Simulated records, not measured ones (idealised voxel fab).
Title: Process Module voxel gate over fins
Pictured: cross-section cut, 165 nm wide, on a grid of 5 nm square cells.
How to read a cross-section here: the picture is a grid of square cells, written as bands going from the top down, and any band can span one or more rows of cells.
Look at the band entry: it leads with the top's height and the bottom's height in nm. Then it lists the materials left to right, with a width in nm for each. The word "full width" on a single material says that material fills the band edge to edge. The word "air" is empty space.
Heights are reckoned from 0. Under this level, the received wafer is all of one material. The bottommost band is open-ended downward, for example "0 -> down".
Width spec "30->40" -> top row of cells at first value, bottom row at second value, equal per-row change in between.
Key: "same as before" - step with no changed cell in the cross-section.
If an empty space has no open way to the top and is at least 8 cells in size, "Sealed void listing" lists it, written width x height at distance, where distance is measured from the left edge and every value is in nm.
Whatever follows a step's settings on its line is a remark the simulator itself makes about that step.
If you see "overlay nm" on a step's line and that step has a mask, it's telling you how far right of where it was planned the mask ended up; a negative number means it went left instead.
## Planned process steps
1. RECEIVE (material Si)
2. CONFORMAL_DEP (material SiN; thk nm 5)
3. DIRECTIONAL_DEP (material aC; thk nm 15)
4. PATTERN (tone cover; mask id FINS; material resist; width nm 15; pitch nm 40; thk nm 35; overlay nm 0)
5. DIRECTIONAL_ETCH (etch materials aC; depth nm 15)
6. STRIP (etch materials resist)
7. DIRECTIONAL_ETCH (etch materials SiN; depth nm 5)
8. DIRECTIONAL_ETCH (etch materials Si; depth nm 35)
9. STRIP (etch materials aC)
10. FILL_DEP (material SiO2; thk nm 5)
11. CMP (height nm 5)
12. SELECTIVE_ETCH (etch materials SiO2; depth nm 15)
13. STRIP (etch materials SiN)
14. CONFORMAL_DEP (material HfO2; thk nm 5)
15. CONFORMAL_DEP (material TiN; thk nm 5)
16. FILL_DEP (material W; thk nm 15)
17. CMP (height nm 20)
18. CONFORMAL_DEP (material SiN; thk nm 10)
## This is the cross-section of the wafer as we received it, i.e. after step 1
> 0 -> down = Si full width
> Sealed void listing: none
## What the wafer looks like in cross-section after this module, when it starts as shown above and follows the plan above but one mistake is made in running it
> 30 -> 20 = SiN full width
> 20 -> 10 = W full width
> 10 -> 5 = 5 nm W; 35 nm TiN; 5 nm W; 35 nm TiN; 5 nm W; 35 nm TiN; 5 nm W; 35 nm TiN; 5 nm W
> 5 -> 0 = 5 nm W; 5 nm TiN; 25 nm HfO2; 5 nm TiN; 5 nm W; 5 nm TiN; 25 nm HfO2; 5 nm TiN; 5 nm W; 5 nm TiN; 25 nm HfO2; 5 nm TiN; 5 nm W; 5 nm TiN; 25 nm HfO2; 5 nm TiN; 5 nm W
> 0 -> -5 = 10 nm TiN; 5 nm HfO2; 15 nm Si; 5 nm HfO2; 15 nm TiN; 5 nm HfO2; 15 nm Si; 5 nm HfO2; 15 nm TiN; 5 nm HfO2; 15 nm Si; 5 nm HfO2; 15 nm TiN; 5 nm HfO2; 15 nm Si; 5 nm HfO2; 10 nm TiN
> -5 -> -10 = 15 nm HfO2; 15 nm Si; 25 nm HfO2; 15 nm Si; 25 nm HfO2; 15 nm Si; 25 nm HfO2; 15 nm Si; 15 nm HfO2
> -10 -> -40 = 15 nm SiO2; 15 nm Si; 25 nm SiO2; 15 nm Si; 25 nm SiO2; 15 nm Si; 25 nm SiO2; 15 nm Si; 15 nm SiO2
> -40 -> down = Si full width
> Sealed void listing: none
What went wrong in running the wafer? step 8 was processed under conditions differing from the plan, specifically as DIRECTIONAL_ETCH (etch materials Si; depth nm 40)
